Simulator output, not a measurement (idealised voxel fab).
process module | voxel transistor to metal
cross-section cut | 160 nm wide | cells 5 nm
A cross-section is a grid of square cells, given in bands from the top down. A band is one or more rows of cells.
Each band's line starts with the height of the band's top and of its bottom, in nm. Then come its materials from left to right, each with its width in nm. One material with "throughout" fills the band from edge to edge. "air" is empty space.
Height 0 is the level under which the wafer as received is all one material. The lowest band goes on downwards, as in "0 down".
A width such as "30 to 40" changes by the same amount from each row of cells to the next, from the band's top row to its bottom row.
"no change" after a step means that no cell of the cross-section changed.
closed voids: empty space of 8 cells or more with no open way to the top, each as width x height at its distance from the left edge, in nm
after a step's settings: what the simulator itself notes on the step
overlay nm, on a step with a mask: how far to the right of its planned place the mask lay; to the left if negative
plan
1 op RECEIVE | material Si
2 op CONFORMAL_DEP | material SiO2 | thk nm 5
3 op CONFORMAL_DEP | material SiN | thk nm 10
4 op MASKED_ETCH | tone cover | mask id ACTIVE | width nm 125 | etch materials SiN | depth nm 10 | overlay nm 0
5 op MASKED_ETCH | tone cover | mask id ACTIVE | width nm 125 | etch materials SiO2 | depth nm 5 | overlay nm 0
6 op MASKED_ETCH | tone cover | mask id ACTIVE | width nm 125 | etch materials Si | depth nm 20 | overlay nm 0
7 op OXIDIZE | depth nm 5
8 op FILL_DEP | material SiO2 | thk nm 5
9 op CMP | height nm 15
10 op SELECTIVE_ETCH | etch materials SiO2 | depth nm 10
11 op STRIP | etch materials SiN
12 op SELECTIVE_ETCH | etch materials SiO2 | depth nm 5
13 op OXIDIZE | depth nm 5
14 op DIRECTIONAL_DEP | material polySi | thk nm 25
15 op DIRECTIONAL_DEP | material SiCN | thk nm 15
16 op PATTERN | tone cover | mask id GATE | material resist | width nm 35 | thk nm 15 | overlay nm 0
17 op DIRECTIONAL_ETCH | etch materials SiCN | depth nm 25
18 op DIRECTIONAL_ETCH | etch materials polySi | depth nm 35
19 op STRIP | etch materials resist
20 op CONFORMAL_DEP | material SiO2 | thk nm 5
21 op DIRECTIONAL_ETCH | etch materials SiO2 | depth nm 5
22 op CONFORMAL_DEP | material SiN | thk nm 10
23 op DIRECTIONAL_ETCH | etch materials SiN | depth nm 10
24 op DIRECTIONAL_ETCH | etch materials SiO2 | depth nm 5
25 op EPI | material SiGe | thk nm 5
26 op FILL_DEP | material SiO2 | thk nm 5
27 op CMP | height nm 25
28 op STRIP | etch materials polySi
29 op SELECTIVE_ETCH | etch materials SiO2 | depth nm 5
30 op CONFORMAL_DEP | material HfO2 | thk nm 5
31 op CONFORMAL_DEP | material TiN | thk nm 5
32 op FILL_DEP | material W | thk nm 10
33 op CMP | height nm 20
34 op DIRECTIONAL_DEP | material SiO2 | thk nm 15
35 op MASKED_ETCH | tone open | mask id CONTACT | width nm 20 | pitch nm 85 | etch materials SiO2 | depth nm 35 | overlay nm 0
36 op CONFORMAL_DEP | material TiN | thk nm 5
37 op FILL_DEP | material Ru | thk nm 5
38 op CMP | height nm 35
39 op CONFORMAL_DEP | material SiCN | thk nm 5
40 op DIRECTIONAL_DEP | material SiO2 | thk nm 20
41 op DIRECTIONAL_DEP | material aC | thk nm 10
42 op PATTERN | tone open | mask id METAL_1 | material resist | width nm 20 | pitch nm 85 | thk nm 25 | overlay nm 0
43 op DIRECTIONAL_ETCH | etch materials aC | depth nm 10
44 op STRIP | etch materials resist
45 op DIRECTIONAL_ETCH | etch materials SiO2 | depth nm 20
46 op DIRECTIONAL_ETCH | etch materials SiCN | depth nm 5
47 op STRIP | etch materials aC
48 op CONFORMAL_DEP | material TiN | thk nm 5
49 op FILL_DEP | material Cu | thk nm 5
50 op CMP | height nm 60
51 op CONFORMAL_DEP | material SiCN | thk nm 5
52 op DIRECTIONAL_DEP | material lowk | thk nm 25
53 op PATTERN | tone open | mask id METAL_2 | material resist | width nm 20 | pitch nm 85 | thk nm 20 | overlay nm 0
54 op DIRECTIONAL_ETCH | etch materials lowk | depth nm 15
55 op STRIP | etch materials resist
56 op MASKED_ETCH | tone open | mask id METAL_2_HOLES | width nm 15 | pitch nm 85 | etch materials lowk | depth nm 10 | overlay nm 0
57 op MASKED_ETCH | tone open | mask id METAL_2_HOLES | width nm 15 | pitch nm 85 | etch materials SiCN | depth nm 5 | overlay nm 0
58 op CONFORMAL_DEP | material TiN | thk nm 5
59 op FILL_DEP | material Cu | thk nm 10
60 op CMP | height nm 90
61 op CONFORMAL_DEP | material SiN | thk nm 5
as received, after step 1
  0 down: Si throughout
  closed voids: none
first wafer at the end, as planned
  95 to 90: SiN throughout
  90 to 80: lowk 25 | TiN 5 | Cu 10 | TiN 5 | lowk 65 | TiN 5 | Cu 10 | TiN 5 | lowk 30
  80 to 75: lowk 25 | TiN 5 | Cu 5 | TiN 10 | lowk 65 | TiN 5 | Cu 5 | TiN 10 | lowk 30
  75 to 65: lowk 25 | TiN 5 | Cu 5 | TiN 5 | lowk 70 | TiN 5 | Cu 5 | TiN 5 | lowk 35
  65 to 60: SiCN 25 | TiN 15 | SiCN 70 | TiN 15 | SiCN 35
  60 to 40: SiO2 25 | TiN 5 | Cu 10 | TiN 5 | SiO2 65 | TiN 5 | Cu 10 | TiN 5 | SiO2 30
  40 to 35: SiCN 25 | TiN 20 | SiCN 65 | TiN 20 | SiCN 30
  35 to 20: SiO2 25 | TiN 5 | Ru 10 | TiN 5 | SiO2 65 | TiN 5 | Ru 10 | TiN 5 | SiO2 30
  20 to 5: SiO2 25 | TiN 5 | Ru 10 | TiN 5 | SiN 10 | HfO2 5 | TiN 5 | W 25 | TiN 5 | HfO2 5 | SiN 10 | TiN 5 | Ru 10 | TiN 5 | SiO2 30
  5 to 0: SiO2 25 | TiN 20 | SiN 10 | HfO2 5 | TiN 35 | HfO2 5 | SiN 10 | TiN 20 | SiO2 30
  0 to -5: SiO2 15 | SiGe 30 | SiO2 10 | HfO2 45 | SiO2 10 | SiGe 30 | SiO2 20
  -5 to -25: SiO2 20 | Si 115 | SiO2 25
  -25 down: Si throughout
  closed voids: none
second wafer at the end: like start, like plan, one mistake
  95 to 90: SiN throughout
  90 to 80: lowk 20 | TiN 5 to 10 | Cu 15 to 10 | TiN 5 | lowk 60 | TiN 5 to 10 | Cu 15 to 10 | TiN 5 | lowk 30
  80 to 75: lowk 25 | TiN 20 | lowk 65 | TiN 20 | lowk 30
  75 to 65: lowk 25 | TiN 10 | lowk 75 | TiN 10 | lowk 40
  65 to 60: SiCN 25 | TiN 10 | SiCN 75 | TiN 10 | SiCN 40
  60 to 40: SiO2 25 | TiN 5 | Cu 10 | TiN 5 | SiO2 65 | TiN 5 | Cu 10 | TiN 5 | SiO2 30
  40 to 35: SiCN 25 | TiN 20 | SiCN 65 | TiN 20 | SiCN 30
  35 to 20: SiO2 25 | TiN 5 | Ru 10 | TiN 5 | SiO2 65 | TiN 5 | Ru 10 | TiN 5 | SiO2 30
  20 to 5: SiO2 25 | TiN 5 | Ru 10 | TiN 5 | SiN 10 | HfO2 5 | TiN 5 | W 25 | TiN 5 | HfO2 5 | SiN 10 | TiN 5 | Ru 10 | TiN 5 | SiO2 30
  5 to 0: SiO2 25 | TiN 20 | SiN 10 | HfO2 5 | TiN 35 | HfO2 5 | SiN 10 | TiN 20 | SiO2 30
  0 to -5: SiO2 15 | SiGe 30 | SiO2 10 | HfO2 45 | SiO2 10 | SiGe 30 | SiO2 20
  -5 to -25: SiO2 20 | Si 115 | SiO2 25
  -25 down: Si throughout
  closed voids: none
what went wrong: step 56 ran as: op MASKED_ETCH | tone open | mask id METAL_2_HOLES | width nm 15 | pitch nm 85 | etch materials lowk | depth nm 10 | overlay nm -5
at the end the second wafer has, in cells: 4 fewer of Cu | 2 more of SiCN | 2 more of TiN
